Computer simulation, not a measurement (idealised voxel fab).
voxel self aligned contacts: a process module
Displayed cross-section: cut, width of 265 nm, square cells sized 5 nm.
Heads up, the way a cross-section reads in here is a grid of square cells, handed over as bands from the top down, with every band being one or more rows of cells.
The entry gives the band's vertical extent as a top height and a bottom height in nm, then its horizontal make-up as materials from left to right, each with a width in nm. "air" stands for empty space; a single material marked "full width" fills the band edge to edge.
Ref level 0: as-received wafer is one material below here. Bottom band extends down with no lower bound ("top 0, no bottom").
A two-number width, for instance "30 to 40", indicates that the width is equal to the first number in the top row of the band and to the second number in the bottom row, and that it changes by a constant amount per row of cells.
Where the words "nothing altered" appear for a step, the cross-section shows no cell changed by that step; every cell remained as before.
"Closed empty spaces" contains a list of empty spaces, each no smaller than 8 cells and without an open way to the top, written in the form width x height at distance with the distance from the left edge and all three in nm.
It should be noted that, on the line of a given step, the content following the step's settings is a remark produced by the simulator itself with respect to that step.
Among the settings permitted on a step's line is "overlay nm"; applied to a step with a mask, it specifies the extent to which the mask lay to the right of its planned position, whereas a negative figure signifies a position to the left.

Steps planned for the process
- 1: RECEIVE [material Si]
- 2: OXIDIZE [depth nm 5]
- 3: DIRECTIONAL_DEP [material polySi] [thk nm 20]
- 4: DIRECTIONAL_DEP [material SiN] [thk nm 20]
- 5: MASKED_ETCH [tone cover] [mask id GATE] [width nm 35] [pitch nm 60] [etch materials SiN] [depth nm 20] [overlay nm 0]
- 6: MASKED_ETCH [tone cover] [mask id GATE] [width nm 35] [pitch nm 60] [etch materials polySi] [depth nm 20] [overlay nm 0]
- 7: CONFORMAL_DEP [material SiN] [thk nm 5]
- 8: DIRECTIONAL_ETCH [etch materials SiN] [depth nm 5]
- 9: FILL_DEP [material SiO2] [thk nm 10]
- 10: CMP [height nm 45]
- 11: PATTERN [tone open] [mask id CONTACT] [material resist] [width nm 45] [thk nm 20] [overlay nm 0]
- 12: DIRECTIONAL_ETCH [etch materials SiO2] [depth nm 50]
- 13: STRIP [etch materials resist]
- 14: CONFORMAL_DEP [material TiN] [thk nm 5]
- 15: FILL_DEP [material W] [thk nm 10]
- 16: CMP [height nm 45]
- 17: CONFORMAL_DEP [material SiN] [thk nm 5]

As received (post step 1): cross-section
* top 0, no bottom | Si full width
* Closed empty spaces: none

Module complete - cross-section of the first of two wafers, run according to plan
* top 50, bottom 45 | SiN full width
* top 45, bottom 40 | SiO2: 110, TiN: 20, W: 5, TiN: 20, SiO2: 110
* top 40, bottom 20 | SiO2: 80, SiN: 45, TiN: 5, W: 5, TiN: 5, SiN: 45, SiO2: 80
* top 20, bottom 0 | SiO2: 80, SiN: 5, polySi: 35, SiN: 5, TiN: 5, W: 5, TiN: 5, SiN: 5, polySi: 35, SiN: 5, SiO2: 80
* top 0, bottom -5 | SiO2: 125, TiN: 15, SiO2: 125
* top -5, no bottom | Si full width
* Closed empty spaces: none

What the second wafer looks like in cross-section once the module is done. Its start and its plan matched the first wafer's exactly; what differed was one mistake in how it was run
* top 50, bottom 45 | SiN full width
* top 45, bottom 40 | W: 75, TiN: 35, SiO2: 45, TiN: 35, W: 75
* top 40, bottom 20 | W: 75, TiN: 5, SiN: 45, SiO2: 15, SiN: 45, TiN: 5, W: 75
* top 20, bottom 0 | W: 75, TiN: 5, SiN: 5, polySi: 35, SiN: 5, SiO2: 15, SiN: 5, polySi: 35, SiN: 5, TiN: 5, W: 75
* top 0, bottom -5 | TiN: 80, SiO2: 105, TiN: 80
* top -5, no bottom | Si full width
* Closed empty spaces: none
What broke from the plan during processing? step 11: run off-plan, actual operation and settings PATTERN [tone cover] [mask id CONTACT] [material resist] [width nm 45] [thk nm 20] [overlay nm 0]
End check, counted in cells, second wafer has more or fewer of these materials than the first: SiO2 -296 | TiN +35 | W +261
